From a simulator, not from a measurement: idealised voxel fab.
Presented below is a process module, voxel released beams.
Square cells of 5 nm make up the cross-section cut, whose width is 160 nm.
Cross-sections here: square-cell grids, written as top-down lists of bands, a band being one or more rows of cells.
Top height, bottom height, nm. Materials left to right, width each, nm. Single material + "all across" = fills band edge to edge. "blank" = empty.
For the purposes of this specification, 0 denotes the height below which the wafer in its as-received condition is composed wholly of one material, and the lowermost band, lacking a lower limit, extends downward without end, as expressed in "0 down".
The width entry "30..40" should be interpreted row by row: the top row of cells in the band takes the first number, the bottom row takes the second number, and the change between adjacent rows is uniform throughout.
"remains unaltered" means the step left every cell of the cross-section as it was.
The label "Fully sealed cavities" introduces a list of the empty spaces, 8 cells or larger, that have no open way up to the top; each entry in it reads width x height at distance, where the distance is taken from the left edge and all three are stated in nm.
It should be noted that, on the line of a given step, the content following the step's settings is a remark produced by the simulator itself with respect to that step.
overlay nm: on a step with a mask, how far right of its planned place the mask lay; negative means left.
Read each pair as before and after one process step. The after cross-section shows only down to the lowest band that changed. The step between them and its settings are given below the pair. Pairs can come from different runs of this module on the same starting wafer. A pair continues from the pair above only where its "Before the step" entry says so.
[Before the step]
> 0 down  Si all across
> Fully sealed cavities: none
[Post-Process View]
> 10 to 0  Al2O3 all across
> Everything below 0 is unchanged.
> Fully sealed cavities: none
Between the two cross-sections shown above, the process step is CONFORMAL_DEP [material Al2O3] [thk nm 10]
Before the step: Please consult the pair immediately above; the cross-section it shows after its step is the state before this step.
[Post-Process View]
> 30 to 10  SiO2 all across
> Everything below 10 is unchanged.
> Fully sealed cavities: none
Between the two cross-sections shown above, the process step is DIRECTIONAL_DEP [material SiO2] [thk nm 20]
Before the step: Please consult the pair immediately above; the cross-section it shows after its step is the state before this step.
[Post-Process View]
> 45 to 30  aC all across
> Everything below 30 is unchanged.
> Fully sealed cavities: none
Between the two cross-sections shown above, the process step is DIRECTIONAL_DEP [material aC] [thk nm 15]
Before the step: Please consult the pair immediately above; the cross-section it shows after its step is the state before this step.
[Post-Process View]
> 75 to 45  resist 40 nm; blank 25 nm; resist 95 nm
> Everything below 45 is unchanged.
> Fully sealed cavities: none
Between the two cross-sections shown above, the process step is PATTERN [tone open] [mask id ANCHOR] [material resist] [width nm 25] [thk nm 30] [overlay nm 0]
Before the step: Please consult the pair immediately above; the cross-section it shows after its step is the state before this step.
[Post-Process View]
> 60 to 45  resist 40 nm; blank 25 nm; resist 95 nm
> 45 to 30  aC 40 nm; blank 25 nm; aC 95 nm
> Everything below 30 is unchanged.
> Fully sealed cavities: none
Between the two cross-sections shown above, the process step is DIRECTIONAL_ETCH [etch materials aC] [depth nm 15]
Before the step: Please consult the pair immediately above; the cross-section it shows after its step is the state before this step.
[Post-Process View]
> 45 to 30  aC 40 nm; blank 25 nm; aC 95 nm
> Everything below 30 is unchanged.
> Fully sealed cavities: none
Between the two cross-sections shown above, the process step is STRIP [etch materials resist]
Before the step: Please consult the pair immediately above; the cross-section it shows after its step is the state before this step.
[Post-Process View]
> 45 to 30  aC 40 nm; blank 25 nm; aC 95 nm
> 30 to 10  SiO2 40 nm; blank 25 nm; SiO2 95 nm
> Everything below 10 is unchanged.
> Fully sealed cavities: none
Between the two cross-sections shown above, the process step is DIRECTIONAL_ETCH [etch materials SiO2] [depth nm 20]
Before the step: Please consult the pair immediately above; the cross-section it shows after its step is the state before this step.
[Post-Process View]
> 30 to 10  SiO2 40 nm; blank 25 nm; SiO2 95 nm
> Everything below 10 is unchanged.
> Fully sealed cavities: none
Between the two cross-sections shown above, the process step is STRIP [etch materials aC]
Before the step: Please consult the pair immediately above; the cross-section it shows after its step is the state before this step.
[Post-Process View]
> 40 to 30  W 50 nm; blank 5 nm; W 105 nm
> 30 to 20  SiO2 40 nm; W 10 nm; blank 5 nm; W 10 nm; SiO2 95 nm
> 20 to 10  SiO2 40 nm; W 25 nm; SiO2 95 nm
> Everything below 10 is unchanged.
> Fully sealed cavities: none
Between the two cross-sections shown above, the process step is CONFORMAL_DEP [material W] [thk nm 10]
Before the step: Please consult the pair immediately above; the cross-section it shows after its step is the state before this step.
[Post-Process View]
> 60 to 40  blank 35 nm; resist 80 nm; blank 45 nm
> 40 to 30  W 50 nm; resist 5 nm; W 105 nm
> 30 to 20  SiO2 40 nm; W 10 nm; resist 5 nm; W 10 nm; SiO2 95 nm
> Everything below 20 is unchanged.
> Fully sealed cavities: none
Between the two cross-sections shown above, the process step is PATTERN [tone cover] [mask id BEAM] [material resist] [width nm 80] [thk nm 20] [overlay nm 0]
Before the step: Please consult the pair immediately above; the cross-section it shows after its step is the state before this step.
[Post-Process View]
> 60 to 40  blank 35 nm; resist 80 nm; blank 45 nm
> 40 to 30  blank 35 nm; W 15 nm; resist 5 nm; W 60 nm; blank 45 nm
> Everything below 30 is unchanged.
> Fully sealed cavities: none
Between the two cross-sections shown above, the process step is DIRECTIONAL_ETCH [etch materials W] [depth nm 10]
Before the step: Please consult the pair immediately above; the cross-section it shows after its step is the state before this step.
[Post-Process View]
> 40 to 30  blank 35 nm; W 15 nm; blank 5 nm; W 60 nm; blank 45 nm
> 30 to 20  SiO2 40 nm; W 10 nm; blank 5 nm; W 10 nm; SiO2 95 nm
> Everything below 20 is unchanged.
> Fully sealed cavities: none
Between the two cross-sections shown above, the process step is STRIP [etch materials resist]
Before the step: Please consult the pair immediately above; the cross-section it shows after its step is the state before this step.
[Post-Process View]
> 40 to 30  blank 35 nm; W 15 nm; blank 5 nm; W 60 nm; blank 45 nm
> 30 to 20  blank 40 nm; W 10 nm; blank 5 nm; W 10 nm; blank 95 nm
> 20 to 10  blank 40 nm; W 25 nm; blank 95 nm
> Everything below 10 is unchanged.
> Fully sealed cavities: none
Between the two cross-sections shown above, the process step is STRIP [etch materials SiO2]
[Before the step]
> 0 down  Si all across
> Fully sealed cavities: none
[Post-Process View]
> 20 to 0  SiO2 all across
> Everything below 0 is unchanged.
> Fully sealed cavities: none
Between the two cross-sections shown above, the process step is DIRECTIONAL_DEP [material SiO2] [thk nm 20]
Before the step: Please consult the pair immediately above; the cross-section it shows after its step is the state before this step.
[Post-Process View]
> 35 to 20  aC all across
> Everything below 20 is unchanged.
> Fully sealed cavities: none
Between the two cross-sections shown above, the process step is DIRECTIONAL_DEP [material aC] [thk nm 15]
Before the step: Please consult the pair immediately above; the cross-section it shows after its step is the state before this step.
[Post-Process View]
> 65 to 35  resist 40 nm; blank 25 nm; resist 95 nm
> Everything below 35 is unchanged.
> Fully sealed cavities: none
Between the two cross-sections shown above, the process step is PATTERN [tone open] [mask id ANCHOR] [material resist] [width nm 25] [thk nm 30] [overlay nm 0]
Before the step: Please consult the pair immediately above; the cross-section it shows after its step is the state before this step.
[Post-Process View]
> 50 to 35  resist 40 nm; blank 25 nm; resist 95 nm
> 35 to 20  aC 40 nm; blank 25 nm; aC 95 nm
> Everything below 20 is unchanged.
> Fully sealed cavities: none
Between the two cross-sections shown above, the process step is DIRECTIONAL_ETCH [etch materials aC] [depth nm 15]
Before the step: Please consult the pair immediately above; the cross-section it shows after its step is the state before this step.
[Post-Process View]
> 35 to 20  aC 40 nm; blank 25 nm; aC 95 nm
> Everything below 20 is unchanged.
> Fully sealed cavities: none
Between the two cross-sections shown above, the process step is STRIP [etch materials resist]
Before the step: Please consult the pair immediately above; the cross-section it shows after its step is the state before this step.
[Post-Process View]
> 35 to 20  aC 40 nm; blank 25 nm; aC 95 nm
> 20 to 0  SiO2 40 nm; blank 25 nm; SiO2 95 nm
> Everything below 0 is unchanged.
> Fully sealed cavities: none
Between the two cross-sections shown above, the process step is DIRECTIONAL_ETCH [etch materials SiO2] [depth nm 20]
Before the step: Please consult the pair immediately above; the cross-section it shows after its step is the state before this step.
[Post-Process View]
> 20 to 0  SiO2 40 nm; blank 25 nm; SiO2 95 nm
> Everything below 0 is unchanged.
> Fully sealed cavities: none
Between the two cross-sections shown above, the process step is STRIP [etch materials aC]
Before the step: Please consult the pair immediately above; the cross-section it shows after its step is the state before this step.
[Post-Process View]
> 30 to 20  W 50 nm; blank 5 nm; W 105 nm
> 20 to 10  SiO2 40 nm; W 10 nm; blank 5 nm; W 10 nm; SiO2 95 nm
> 10 to 0  SiO2 40 nm; W 25 nm; SiO2 95 nm
> Everything below 0 is unchanged.
> Fully sealed cavities: none
Between the two cross-sections shown above, the process step is CONFORMAL_DEP [material W] [thk nm 10]
Before the step: Please consult the pair immediately above; the cross-section it shows after its step is the state before this step.
[Post-Process View]
> 50 to 30  blank 35 nm; resist 80 nm; blank 45 nm
> 30 to 20  W 50 nm; resist 5 nm; W 105 nm
> 20 to 10  SiO2 40 nm; W 10 nm; resist 5 nm; W 10 nm; SiO2 95 nm
> Everything below 10 is unchanged.
> Fully sealed cavities: none
Between the two cross-sections shown above, the process step is PATTERN [tone cover] [mask id BEAM] [material resist] [width nm 80] [thk nm 20] [overlay nm 0]
Before the step: Please consult the pair immediately above; the cross-section it shows after its step is the state before this step.
[Post-Process View]
> 50 to 30  blank 35 nm; resist 80 nm; blank 45 nm
> 30 to 20  blank 35 nm; W 15 nm; resist 5 nm; W 60 nm; blank 45 nm
> Everything below 20 is unchanged.
> Fully sealed cavities: none
Between the two cross-sections shown above, the process step is DIRECTIONAL_ETCH [etch materials W] [depth nm 10]
Before the step: Please consult the pair immediately above; the cross-section it shows after its step is the state before this step.
[Post-Process View]
> 30 to 20  blank 35 nm; W 15 nm; blank 5 nm; W 60 nm; blank 45 nm
> 20 to 10  SiO2 40 nm; W 10 nm; blank 5 nm; W 10 nm; SiO2 95 nm
> Everything below 10 is unchanged.
> Fully sealed cavities: none
Between the two cross-sections shown above, the process step is STRIP [etch materials resist]
Before the step: Please consult the pair immediately above; the cross-section it shows after its step is the state before this step.
[Post-Process View]
> 30 to 20  blank 35 nm; W 15 nm; blank 5 nm; W 60 nm; blank 45 nm
> 20 to 10  blank 40 nm; W 10 nm; blank 5 nm; W 10 nm; blank 95 nm
> 10 to 0  blank 40 nm; W 25 nm; blank 95 nm
> Everything below 0 is unchanged.
> Fully sealed cavities: none
Between the two cross-sections shown above, the process step is STRIP [etch materials SiO2]
[Before the step]
> 20 to 0  SiO2 all across
> 0 down  Si all across
> Fully sealed cavities: none
[Post-Process View]
> 30 to 20  Al2O3 all across
> Everything below 20 is unchanged.
> Fully sealed cavities: none
Between the two cross-sections shown above, the process step is CONFORMAL_DEP [material Al2O3] [thk nm 10]
Before the step: Please consult the pair immediately above; the cross-section it shows after its step is the state before this step.
[Post-Process View]
> 45 to 30  aC all across
> Everything below 30 is unchanged.
> Fully sealed cavities: none
Between the two cross-sections shown above, the process step is DIRECTIONAL_DEP [material aC] [thk nm 15]
Before the step: Please consult the pair immediately above; the cross-section it shows after its step is the state before this step.
[Post-Process View]
> 75 to 45  resist 40 nm; blank 25 nm; resist 95 nm
> Everything below 45 is unchanged.
> Fully sealed cavities: none
Between the two cross-sections shown above, the process step is PATTERN [tone open] [mask id ANCHOR] [material resist] [width nm 25] [thk nm 30] [overlay nm 0]
Before the step: Please consult the pair immediately above; the cross-section it shows after its step is the state before this step.
[Post-Process View]
> 60 to 45  resist 40 nm; blank 25 nm; resist 95 nm
> 45 to 30  aC 40 nm; blank 25 nm; aC 95 nm
> Everything below 30 is unchanged.
> Fully sealed cavities: none
Between the two cross-sections shown above, the process step is DIRECTIONAL_ETCH [etch materials aC] [depth nm 15]
Before the step: Please consult the pair immediately above; the cross-section it shows after its step is the state before this step.
[Post-Process View]
> 45 to 30  aC 40 nm; blank 25 nm; aC 95 nm
> Everything below 30 is unchanged.
> Fully sealed cavities: none
Between the two cross-sections shown above, the process step is STRIP [etch materials resist]
Before the step: Please consult the pair immediately above; the cross-section it shows after its step is the state before this step.
[Post-Process View]
> 30 to 20  Al2O3 all across
> Everything below 20 is unchanged.
> Fully sealed cavities: none
Between the two cross-sections shown above, the process step is STRIP [etch materials aC]
Before the step: Please consult the pair immediately above; the cross-section it shows after its step is the state before this step.
[Post-Process View]
> 40 to 30  W all across
> Everything below 30 is unchanged.
> Fully sealed cavities: none
Between the two cross-sections shown above, the process step is CONFORMAL_DEP [material W] [thk nm 10]
Before the step: Please consult the pair immediately above; the cross-section it shows after its step is the state before this step.
[Post-Process View]
> 60 to 40  blank 35 nm; resist 80 nm; blank 45 nm
> Everything below 40 is unchanged.
> Fully sealed cavities: none
Between the two cross-sections shown above, the process step is PATTERN [tone cover] [mask id BEAM] [material resist] [width nm 80] [thk nm 20] [overlay nm 0]
Before the step: Please consult the pair immediately above; the cross-section it shows after its step is the state before this step.
[Post-Process View]
> 60 to 40  blank 35 nm; resist 80 nm; blank 45 nm
> 40 to 30  blank 35 nm; W 80 nm; blank 45 nm
> Everything below 30 is unchanged.
> Fully sealed cavities: none
Between the two cross-sections shown above, the process step is DIRECTIONAL_ETCH [etch materials W] [depth nm 10]
Before the step: Please consult the pair immediately above; the cross-section it shows after its step is the state before this step.
[Post-Process View]
> 40 to 30  blank 35 nm; W 80 nm; blank 45 nm
> Everything below 30 is unchanged.
> Fully sealed cavities: none
Between the two cross-sections shown above, the process step is STRIP [etch materials resist]
[Before the step]
> 30 to 10  SiO2 40 nm; blank 25 nm; SiO2 95 nm
> 10 to 0  Al2O3 all across
> 0 down  Si all across
> Fully sealed cavities: none
[Post-Process View]
> 35 to 30  W 45 nm; blank 15 nm; W 100 nm
> 30 to 15  SiO2 40 nm; W 5 nm; blank 15 nm; W 5 nm; SiO2 95 nm
> 15 to 10  SiO2 40 nm; W 25 nm; SiO2 95 nm
> Everything below 10 is unchanged.
> Fully sealed cavities: none
Between the two cross-sections shown above, the process step is CONFORMAL_DEP [material W] [thk nm 5]
Before the step: Please consult the pair immediately above; the cross-section it shows after its step is the state before this step.
[Post-Process View]
> 55 to 35  blank 35 nm; resist 80 nm; blank 45 nm
> 35 to 30  W 45 nm; resist 15 nm; W 100 nm
> 30 to 15  SiO2 40 nm; W 5 nm; resist 15 nm; W 5 nm; SiO2 95 nm
> Everything below 15 is unchanged.
> Fully sealed cavities: none
Between the two cross-sections shown above, the process step is PATTERN [tone cover] [mask id BEAM] [material resist] [width nm 80] [thk nm 20] [overlay nm 0]
Before the step: Please consult the pair immediately above; the cross-section it shows after its step is the state before this step.
[Post-Process View]
> 55 to 35  blank 35 nm; resist 80 nm; blank 45 nm
> 35 to 30  blank 35 nm; W 10 nm; resist 15 nm; W 55 nm; blank 45 nm
> Everything below 30 is unchanged.
> Fully sealed cavities: none
Between the two cross-sections shown above, the process step is DIRECTIONAL_ETCH [etch materials W] [depth nm 10]
Before the step: Please consult the pair immediately above; the cross-section it shows after its step is the state before this step.
[Post-Process View]
> 35 to 30  blank 35 nm; W 10 nm; blank 15 nm; W 55 nm; blank 45 nm
> 30 to 15  SiO2 40 nm; W 5 nm; blank 15 nm; W 5 nm; SiO2 95 nm
> Everything below 15 is unchanged.
> Fully sealed cavities: none
Between the two cross-sections shown above, the process step is STRIP [etch materials resist]
Before the step: Please consult the pair immediately above; the cross-section it shows after its step is the state before this step.
[Post-Process View]
> 35 to 30  blank 35 nm; W 10 nm; blank 15 nm; W 55 nm; blank 45 nm
> 30 to 15  blank 40 nm; W 5 nm; blank 15 nm; W 5 nm; blank 95 nm
> 15 to 10  blank 40 nm; W 25 nm; blank 95 nm
> Everything below 10 is unchanged.
> Fully sealed cavities: none
Between the two cross-sections shown above, the process step is STRIP [etch materials SiO2]
[Before the step]
> 45 to 30  aC all across
> 30 to 10  SiO2 all across
> 10 to 0  Al2O3 all across
> 0 down  Si all across
> Fully sealed cavities: none
[Post-Process View]
> 75 to 45  resist 40 nm; blank 30 nm; resist 90 nm
> Everything below 45 is unchanged.
> Fully sealed cavities: none
Between the two cross-sections shown above, the process step is PATTERN [tone open] [mask id ANCHOR] [material resist] [width nm 30] [thk nm 30] [overlay nm 0]
Before the step: Please consult the pair immediately above; the cross-section it shows after its step is the state before this step.
[Post-Process View]
> 60 to 45  resist 40 nm; blank 30 nm; resist 90 nm
> 45 to 30  aC 40 nm; blank 30 nm; aC 90 nm
> Everything below 30 is unchanged.
> Fully sealed cavities: none
Between the two cross-sections shown above, the process step is DIRECTIONAL_ETCH [etch materials aC] [depth nm 15]
Before the step: Please consult the pair immediately above; the cross-section it shows after its step is the state before this step.
[Post-Process View]
> 45 to 30  aC 40 nm; blank 30 nm; aC 90 nm
> Everything below 30 is unchanged.
> Fully sealed cavities: none
Between the two cross-sections shown above, the process step is STRIP [etch materials resist]
Before the step: Please consult the pair immediately above; the cross-section it shows after its step is the state before this step.
[Post-Process View]
> 45 to 30  aC 40 nm; blank 30 nm; aC 90 nm
> 30 to 10  SiO2 40 nm; blank 30 nm; SiO2 90 nm
> Everything below 10 is unchanged.
> Fully sealed cavities: none
Between the two cross-sections shown above, the process step is DIRECTIONAL_ETCH [etch materials SiO2] [depth nm 20]
Before the step: Please consult the pair immediately above; the cross-section it shows after its step is the state before this step.
[Post-Process View]
> 30 to 10  SiO2 40 nm; blank 30 nm; SiO2 90 nm
> Everything below 10 is unchanged.
> Fully sealed cavities: none
Between the two cross-sections shown above, the process step is STRIP [etch materials aC]
Before the step: Please consult the pair immediately above; the cross-section it shows after its step is the state before this step.
[Post-Process View]
> 40 to 30  W 50 nm; blank 10 nm; W 100 nm
> 30 to 20  SiO2 40 nm; W 10 nm; blank 10 nm; W 10 nm; SiO2 90 nm
> 20 to 10  SiO2 40 nm; W 30 nm; SiO2 90 nm
> Everything below 10 is unchanged.
> Fully sealed cavities: none
Between the two cross-sections shown above, the process step is CONFORMAL_DEP [material W] [thk nm 10]
Before the step: Please consult the pair immediately above; the cross-section it shows after its step is the state before this step.
[Post-Process View]
> 60 to 40  blank 35 nm; resist 80 nm; blank 45 nm
> 40 to 30  W 50 nm; resist 10 nm; W 100 nm
> 30 to 20  SiO2 40 nm; W 10 nm; resist 10 nm; W 10 nm; SiO2 90 nm
> Everything below 20 is unchanged.
> Fully sealed cavities: none
Between the two cross-sections shown above, the process step is PATTERN [tone cover] [mask id BEAM] [material resist] [width nm 80] [thk nm 20] [overlay nm 0]
Before the step: Please consult the pair immediately above; the cross-section it shows after its step is the state before this step.
[Post-Process View]
> 60 to 40  blank 35 nm; resist 80 nm; blank 45 nm
> 40 to 30  blank 35 nm; W 15 nm; resist 10 nm; W 55 nm; blank 45 nm
> Everything below 30 is unchanged.
> Fully sealed cavities: none
Between the two cross-sections shown above, the process step is DIRECTIONAL_ETCH [etch materials W] [depth nm 10]
Before the step: Please consult the pair immediately above; the cross-section it shows after its step is the state before this step.
[Post-Process View]
> 40 to 30  blank 35 nm; W 15 nm; blank 10 nm; W 55 nm; blank 45 nm
> 30 to 20  SiO2 40 nm; W 10 nm; blank 10 nm; W 10 nm; SiO2 90 nm
> Everything below 20 is unchanged.
> Fully sealed cavities: none
Between the two cross-sections shown above, the process step is STRIP [etch materials resist]
Before the step: Please consult the pair immediately above; the cross-section it shows after its step is the state before this step.
[Post-Process View]
> 40 to 30  blank 35 nm; W 15 nm; blank 10 nm; W 55 nm; blank 45 nm
> 30 to 20  blank 40 nm; W 10 nm; blank 10 nm; W 10 nm; blank 90 nm
> 20 to 10  blank 40 nm; W 30 nm; blank 90 nm
> Everything below 10 is unchanged.
> Fully sealed cavities: none
Between the two cross-sections shown above, the process step is STRIP [etch materials SiO2]
[Before the step]
> 40 to 30  W 50 nm; blank 5 nm; W 105 nm
> 30 to 20  SiO2 40 nm; W 10 nm; blank 5 nm; W 10 nm; SiO2 95 nm
> 20 to 10  SiO2 40 nm; W 25 nm; SiO2 95 nm
> 10 to 0  Al2O3 all across
> 0 down  Si all across
> Fully sealed cavities: none
[Post-Process View]
> 60 to 40  blank 45 nm; resist 80 nm; blank 35 nm
> 40 to 30  W 50 nm; resist 5 nm; W 105 nm
> 30 to 20  SiO2 40 nm; W 10 nm; resist 5 nm; W 10 nm; SiO2 95 nm
> Everything below 20 is unchanged.
> Fully sealed cavities: none
Between the two cross-sections shown above, the process step is PATTERN [tone cover] [mask id BEAM] [material resist] [width nm 80] [thk nm 20] [overlay nm 10]
Before the step: Please consult the pair immediately above; the cross-section it shows after its step is the state before this step.
[Post-Process View]
> 60 to 40  blank 45 nm; resist 80 nm; blank 35 nm
> 40 to 30  blank 45 nm; W 5 nm; resist 5 nm; W 70 nm; blank 35 nm
> Everything below 30 is unchanged.
> Fully sealed cavities: none
Between the two cross-sections shown above, the process step is DIRECTIONAL_ETCH [etch materials W] [depth nm 10]
Before the step: Please consult the pair immediately above; the cross-section it shows after its step is the state before this step.
[Post-Process View]
> 40 to 30  blank 45 nm; W 5 nm; blank 5 nm; W 70 nm; blank 35 nm
> 30 to 20  SiO2 40 nm; W 10 nm; blank 5 nm; W 10 nm; SiO2 95 nm
> Everything below 20 is unchanged.
> Fully sealed cavities: none
Between the two cross-sections shown above, the process step is STRIP [etch materials resist]
Before the step: Please consult the pair immediately above; the cross-section it shows after its step is the state before this step.
[Post-Process View]
> 40 to 30  blank 45 nm; W 5 nm; blank 5 nm; W 70 nm; blank 35 nm
> 30 to 20  blank 40 nm; W 10 nm; blank 5 nm; W 10 nm; blank 95 nm
> 20 to 10  blank 40 nm; W 25 nm; blank 95 nm
> Everything below 10 is unchanged.
> Fully sealed cavities: none
Between the two cross-sections shown above, the process step is STRIP [etch materials SiO2]
[Before the step]
> 10 to 0  Al2O3 all across
> 0 down  Si all across
> Fully sealed cavities: none
[Post-Process View]
> 30 to 0  Al2O3 all across
> Everything below 0 is unchanged.
> Fully sealed cavities: none
Between the two cross-sections shown above, the process step is DIRECTIONAL_DEP [material Al2O3] [thk nm 20]
Before the step: Please consult the pair immediately above; the cross-section it shows after its step is the state before this step.
[Post-Process View]
> 45 to 30  aC all across
> Everything below 30 is unchanged.
> Fully sealed cavities: none
Between the two cross-sections shown above, the process step is DIRECTIONAL_DEP [material aC] [thk nm 15]
Before the step: Please consult the pair immediately above; the cross-section it shows after its step is the state before this step.
[Post-Process View]
> 75 to 45  resist 40 nm; blank 25 nm; resist 95 nm
> Everything below 45 is unchanged.
> Fully sealed cavities: none
Between the two cross-sections shown above, the process step is PATTERN [tone open] [mask id ANCHOR] [material resist] [width nm 25] [thk nm 30] [overlay nm 0]
Before the step: Please consult the pair immediately above; the cross-section it shows after its step is the state before this step.
[Post-Process View]
> 60 to 45  resist 40 nm; blank 25 nm; resist 95 nm
> 45 to 30  aC 40 nm; blank 25 nm; aC 95 nm
> Everything below 30 is unchanged.
> Fully sealed cavities: none
Between the two cross-sections shown above, the process step is DIRECTIONAL_ETCH [etch materials aC] [depth nm 15]
Before the step: Please consult the pair immediately above; the cross-section it shows after its step is the state before this step.
[Post-Process View]
> 45 to 30  aC 40 nm; blank 25 nm; aC 95 nm
> Everything below 30 is unchanged.
> Fully sealed cavities: none
Between the two cross-sections shown above, the process step is STRIP [etch materials resist]
Before the step: Please consult the pair immediately above; the cross-section it shows after its step is the state before this step.
[Post-Process View]
> 30 to 0  Al2O3 all across
> Everything below 0 is unchanged.
> Fully sealed cavities: none
Between the two cross-sections shown above, the process step is STRIP [etch materials aC]
Before the step: Please consult the pair immediately above; the cross-section it shows after its step is the state before this step.
[Post-Process View]
> 40 to 30  W all across
> Everything below 30 is unchanged.
> Fully sealed cavities: none
Between the two cross-sections shown above, the process step is CONFORMAL_DEP [material W] [thk nm 10]
Before the step: Please consult the pair immediately above; the cross-section it shows after its step is the state before this step.
[Post-Process View]
> 60 to 40  blank 35 nm; resist 80 nm; blank 45 nm
> Everything below 40 is unchanged.
> Fully sealed cavities: none
Between the two cross-sections shown above, the process step is PATTERN [tone cover] [mask id BEAM] [material resist] [width nm 80] [thk nm 20] [overlay nm 0]
Before the step: Please consult the pair immediately above; the cross-section it shows after its step is the state before this step.
[Post-Process View]
> 60 to 40  blank 35 nm; resist 80 nm; blank 45 nm
> 40 to 30  blank 35 nm; W 80 nm; blank 45 nm
> Everything below 30 is unchanged.
> Fully sealed cavities: none
Between the two cross-sections shown above, the process step is DIRECTIONAL_ETCH [etch materials W] [depth nm 10]
Before the step: Please consult the pair immediately above; the cross-section it shows after its step is the state before this step.
[Post-Process View]
> 40 to 30  blank 35 nm; W 80 nm; blank 45 nm
> Everything below 30 is unchanged.
> Fully sealed cavities: none
Between the two cross-sections shown above, the process step is STRIP [etch materials resist]
[Before the step]
> 45 to 30  aC all across
> 30 to 10  SiO2 all across
> 10 to 0  Al2O3 all across
> 0 down  Si all across
> Fully sealed cavities: none
[Post-Process View]
> 75 to 45  blank 40 nm; resist 25 nm; blank 95 nm
> Everything below 45 is unchanged.
> Fully sealed cavities: none
Between the two cross-sections shown above, the process step is PATTERN [tone cover] [mask id ANCHOR] [material resist] [width nm 25] [thk nm 30] [overlay nm 0]
Before the step: Please consult the pair immediately above; the cross-section it shows after its step is the state before this step.
[Post-Process View]
> 60 to 45  blank 40 nm; resist 25 nm; blank 95 nm
> 45 to 30  blank 40 nm; aC 25 nm; blank 95 nm
> Everything below 30 is unchanged.
> Fully sealed cavities: none
Between the two cross-sections shown above, the process step is DIRECTIONAL_ETCH [etch materials aC] [depth nm 15]
Before the step: Please consult the pair immediately above; the cross-section it shows after its step is the state before this step.
[Post-Process View]
> 45 to 30  blank 40 nm; aC 25 nm; blank 95 nm
> Everything below 30 is unchanged.
> Fully sealed cavities: none
Between the two cross-sections shown above, the process step is STRIP [etch materials resist]
Before the step: Please consult the pair immediately above; the cross-section it shows after its step is the state before this step.
[Post-Process View]
> 45 to 30  blank 40 nm; aC 25 nm; blank 95 nm
> 30 to 10  blank 40 nm; SiO2 25 nm; blank 95 nm
> Everything below 10 is unchanged.
> Fully sealed cavities: none
Between the two cross-sections shown above, the process step is DIRECTIONAL_ETCH [etch materials SiO2] [depth nm 20]
Before the step: Please consult the pair immediately above; the cross-section it shows after its step is the state before this step.
[Post-Process View]
> 30 to 10  blank 40 nm; SiO2 25 nm; blank 95 nm
> Everything below 10 is unchanged.
> Fully sealed cavities: none
Between the two cross-sections shown above, the process step is STRIP [etch materials aC]
Before the step: Please consult the pair immediately above; the cross-section it shows after its step is the state before this step.
[Post-Process View]
> 40 to 30  blank 30 nm; W 45 nm; blank 85 nm
> 30 to 20  blank 30 nm; W 10 nm; SiO2 25 nm; W 10 nm; blank 85 nm
> 20 to 10  W 40 nm; SiO2 25 nm; W 95 nm
> Everything below 10 is unchanged.
> Fully sealed cavities: none
Between the two cross-sections shown above, the process step is CONFORMAL_DEP [material W] [thk nm 10]
Before the step: Please consult the pair immediately above; the cross-section it shows after its step is the state before this step.
[Post-Process View]
> 60 to 40  blank 35 nm; resist 80 nm; blank 45 nm
> 40 to 30  blank 30 nm; W 45 nm; resist 40 nm; blank 45 nm
> 30 to 20  blank 30 nm; W 10 nm; SiO2 25 nm; W 10 nm; resist 40 nm; blank 45 nm
> Everything below 20 is unchanged.
> Fully sealed cavities: none
Between the two cross-sections shown above, the process step is PATTERN [tone cover] [mask id BEAM] [material resist] [width nm 80] [thk nm 20] [overlay nm 0]
Before the step: Please consult the pair immediately above; the cross-section it shows after its step is the state before this step.
[Post-Process View]
> 60 to 40  blank 35 nm; resist 80 nm; blank 45 nm
> 40 to 30  blank 35 nm; W 40 nm; resist 40 nm; blank 45 nm
> 30 to 20  blank 30 nm; W 10 nm; SiO2 25 nm; W 10 nm; resist 40 nm; blank 45 nm
> 20 to 10  blank 30 nm; W 10 nm; SiO2 25 nm; W 50 nm; blank 45 nm
> Everything below 10 is unchanged.
> Fully sealed cavities: none
Between the two cross-sections shown above, the process step is DIRECTIONAL_ETCH [etch materials W] [depth nm 10]
Before the step: Please consult the pair immediately above; the cross-section it shows after its step is the state before this step.
[Post-Process View]
> 40 to 30  blank 35 nm; W 40 nm; blank 85 nm
> 30 to 20  blank 30 nm; W 10 nm; SiO2 25 nm; W 10 nm; blank 85 nm
> Everything below 20 is unchanged.
> Fully sealed cavities: none
Between the two cross-sections shown above, the process step is STRIP [etch materials resist]
